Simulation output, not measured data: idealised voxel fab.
This is a process module. Its name is voxel wiring stack.
Xsec cut, 270 nm wide, square cell size 5 nm.
Each cross-section below is a grid of square cells, stated as bands in top-down order, with one or more rows of cells making up each band.
Quick guide to a band line: top height, bottom height (nm) up front; then every material left to right with its width in nm. Only one material and it's marked "full width"? Then it fills the band edge to edge. And "blank" just means empty space.
Convention: height 0 is the level below which the wafer, as received, is all one material. The lowest band does not terminate at the bottom but continues downward, represented as "z 0 and below".
You'd read "30 to 40" like this: the band's top row of cells is as wide as the first number, its bottom row is as wide as the second, and going down, every row changes width by the same amount as the row before did.
When a step is marked "no alterations made", none of the cells in the cross-section changed during that step.
If an empty space has no open way to the top and is at least 8 cells in size, "Sealed void listing" lists it, written width x height at distance, where distance is measured from the left edge and every value is in nm.
If you see something after the settings on a step's line, that's the simulator's own remark about that step.
overlay nm: on a step with a mask, how far right of its planned place the mask lay; negative means left.

**The process steps that were planned are listed below**
1,RECEIVE with material Si
2,CONFORMAL_DEP with material SiO2, thk nm 15
3,CONFORMAL_DEP with material SiCN, thk nm 5
4,DIRECTIONAL_DEP with material SiO2, thk nm 10
5,PATTERN with tone open, mask id METAL_1, material resist, width nm 25, pitch nm 45, thk nm 20, overlay nm 0
6,DIRECTIONAL_ETCH with etch materials SiO2, depth nm 20
7,DIRECTIONAL_ETCH with etch materials SiCN, depth nm 5
8,STRIP with etch materials resist
9,CONFORMAL_DEP with material TiN, thk nm 5
10,FILL_DEP with material Ru, thk nm 5
11,CMP with height nm 40
12,CONFORMAL_DEP with material SiCN, thk nm 5
13,DIRECTIONAL_DEP with material SiO2, thk nm 10
14,PATTERN with tone open, mask id PLUG_1, material resist, width nm 15, pitch nm 45, thk nm 20, overlay nm 0
15,DIRECTIONAL_ETCH with etch materials SiO2, depth nm 10
16,DIRECTIONAL_ETCH with etch materials SiCN, depth nm 5
17,STRIP with etch materials resist
18,EPI with material Ru, thk nm 10
19,EPI with material Ru, thk nm 5
20,CONFORMAL_DEP with material SiN, thk nm 5
21,DIRECTIONAL_DEP with material lowk, thk nm 20
22,PATTERN with tone open, mask id METAL_2, material resist, width nm 25, pitch nm 45, thk nm 20, overlay nm 0
23,DIRECTIONAL_ETCH with etch materials lowk, depth nm 20
24,DIRECTIONAL_ETCH with etch materials SiN, depth nm 5
25,STRIP with etch materials resist
26,CONFORMAL_DEP with material TiN, thk nm 5
27,FILL_DEP with material Cu, thk nm 5
28,CMP with height nm 80
29,CONFORMAL_DEP with material SiCN, thk nm 5
30,DIRECTIONAL_DEP with material lowk, thk nm 30
31,MASKED_ETCH with tone open, mask id METAL_3_HOLES, width nm 15, pitch nm 90, etch materials lowk, depth nm 30, overlay nm 0
32,DIRECTIONAL_DEP with material aC, thk nm 10
33,PATTERN with tone open, mask id METAL_3, material resist, width nm 25, pitch nm 45, thk nm 25, overlay nm 0
34,DIRECTIONAL_ETCH with etch materials aC, depth nm 10
35,STRIP with etch materials resist
36,DIRECTIONAL_ETCH with etch materials lowk, depth nm 15
37,DIRECTIONAL_ETCH with etch materials SiCN, depth nm 5
38,STRIP with etch materials aC
39,CONFORMAL_DEP with material TiN, thk nm 5
40,FILL_DEP with material Cu, thk nm 10
41,CMP with height nm 115
42,CONFORMAL_DEP with material SiN, thk nm 5
All wafers enter the flow in the same state. The thk nm at step 4 differs from wafer to wafer, and the plan gives the value for the first wafer.

**Here's the first of the wafers in cross-section, just as we got it, i.e. after step 1**
* z 0 and below: Si full width
* Sealed void listing: none

**The first of several wafers, seen in cross-section after the module's last step, step 42**
* z 120 to 115: SiN full width
* z 115 to 105: lowk 55, then TiN 5, then Cu 15, then TiN 5, then lowk 20, then TiN 5, then Cu 15, then TiN 5, then lowk 20, then TiN 5, then Cu 15, then TiN 5, then lowk 20, then TiN 5, then Cu 15, then TiN 5, then lowk 55
* z 105 to 100: lowk 55, then TiN 5, then Cu 5, then TiN 15, then lowk 20, then TiN 25, then lowk 20, then TiN 5, then Cu 5, then TiN 15, then lowk 20, then TiN 25, then lowk 55
* z 100 to 85: lowk 55, then TiN 5, then Cu 5, then TiN 5, then lowk 75, then TiN 5, then Cu 5, then TiN 5, then lowk 110
* z 85 to 80: SiCN 55, then TiN 15, then SiCN 75, then TiN 15, then SiCN 110
* z 80 to 60: lowk 55, then TiN 5, then Cu 15, then TiN 5, then lowk 20, then TiN 5, then Cu 15, then TiN 5, then lowk 20, then TiN 5, then Cu 15, then TiN 5, then lowk 20, then TiN 5, then Cu 15, then TiN 5, then lowk 55
* z 60 to 55: SiN 55, then TiN 25, then SiN 20, then TiN 25, then SiN 20, then TiN 25, then SiN 20, then TiN 25, then SiN 55
* z 55 to 45: SiO2 55, then Ru 15, then SiO2 30, then Ru 15, then SiO2 30, then Ru 15, then SiO2 30, then Ru 15, then SiO2 65
* z 45 to 40: SiCN 55, then Ru 15, then SiCN 30, then Ru 15, then SiCN 30, then Ru 15, then SiCN 30, then Ru 15, then SiCN 65
* z 40 to 35: Ru full width
* z 35 to 30: TiN 60, then Ru 15, then TiN 30, then Ru 15, then TiN 30, then Ru 15, then TiN 30, then Ru 15, then TiN 60
* z 30 to 20: SiO2 55, then TiN 5, then Ru 15, then TiN 5, then SiO2 20, then TiN 5, then Ru 15, then TiN 5, then SiO2 20, then TiN 5, then Ru 15, then TiN 5, then SiO2 20, then TiN 5, then Ru 15, then TiN 5, then SiO2 55
* z 20 to 15: SiCN 55, then TiN 25, then SiCN 20, then TiN 25, then SiCN 20, then TiN 25, then SiCN 20, then TiN 25, then SiCN 55
* z 15 to 0: SiO2 full width
* z 0 and below: Si full width
* Sealed void listing: none

**Cross-sectional view of the final wafer of several at the module's end**
* z 120 to 115: SiN full width
* z 115 to 105: lowk 55, then TiN 5, then Cu 15, then TiN 5, then lowk 20, then TiN 5, then Cu 15, then TiN 5, then lowk 20, then TiN 5, then Cu 15, then TiN 5, then lowk 20, then TiN 5, then Cu 15, then TiN 5, then lowk 55
* z 105 to 100: lowk 55, then TiN 5, then Cu 5, then TiN 15, then lowk 20, then TiN 25, then lowk 20, then TiN 5, then Cu 5, then TiN 15, then lowk 20, then TiN 25, then lowk 55
* z 100 to 85: lowk 55, then TiN 5, then Cu 5, then TiN 5, then lowk 75, then TiN 5, then Cu 5, then TiN 5, then lowk 110
* z 85 to 80: SiCN 55, then TiN 15, then SiCN 75, then TiN 15, then SiCN 110
* z 80 to 60: lowk 55, then TiN 5, then Cu 15, then TiN 5, then lowk 20, then TiN 5, then Cu 15, then TiN 5, then lowk 20, then TiN 5, then Cu 15, then TiN 5, then lowk 20, then TiN 5, then Cu 15, then TiN 5, then lowk 55
* z 60 to 55: SiN 55, then TiN 25, then SiN 20, then TiN 25, then SiN 20, then TiN 25, then SiN 20, then TiN 25, then SiN 55
* z 55 to 45: SiO2 55, then Ru 15, then SiO2 30, then Ru 15, then SiO2 30, then Ru 15, then SiO2 30, then Ru 15, then SiO2 65
* z 45 to 40: SiCN 55, then Ru 15, then SiCN 30, then Ru 15, then SiCN 30, then Ru 15, then SiCN 30, then Ru 15, then SiCN 65
* z 40 to 35: SiO2 55, then TiN 25, then SiO2 20, then TiN 25, then SiO2 20, then TiN 25, then SiO2 20, then TiN 25, then SiO2 55
* z 35 to 20: SiO2 full width
* z 20 to 15: SiCN full width
* z 15 to 0: SiO2 full width
* z 0 and below: Si full width
* Sealed void listing: none

**Note: the following table is arranged by wafer, a row apiece. Each row reports the end-of-module state: per material, cells gained (+) or cells lost (-) compared with the wafer as received; closed voids follow**
thk nm 10; +80 Cu; +126 Ru; +124 SiCN; +88 SiN; +314 SiO2; +182 TiN; +382 lowk; Sealed void listing: none
thk nm 15; +80 Cu; +84 Ru; +124 SiCN; +88 SiN; +348 SiO2; +190 TiN; +382 lowk; Sealed void listing: none
thk nm 20; +80 Cu; +84 Ru; +124 SiCN; +88 SiN; +382 SiO2; +156 TiN; +382 lowk; Sealed void listing: none
thk nm 25; +80 Cu; +60 Ru; +144 SiCN; +88 SiN; +402 SiO2; +140 TiN; +382 lowk; Sealed void listing: none
thk nm 30; +80 Cu; +48 Ru; +144 SiCN; +88 SiN; +422 SiO2; +132 TiN; +382 lowk; Sealed void listing: none
thk nm 35; +80 Cu; +36 Ru; +144 SiCN; +88 SiN; +442 SiO2; +124 TiN; +382 lowk; Sealed void listing: none
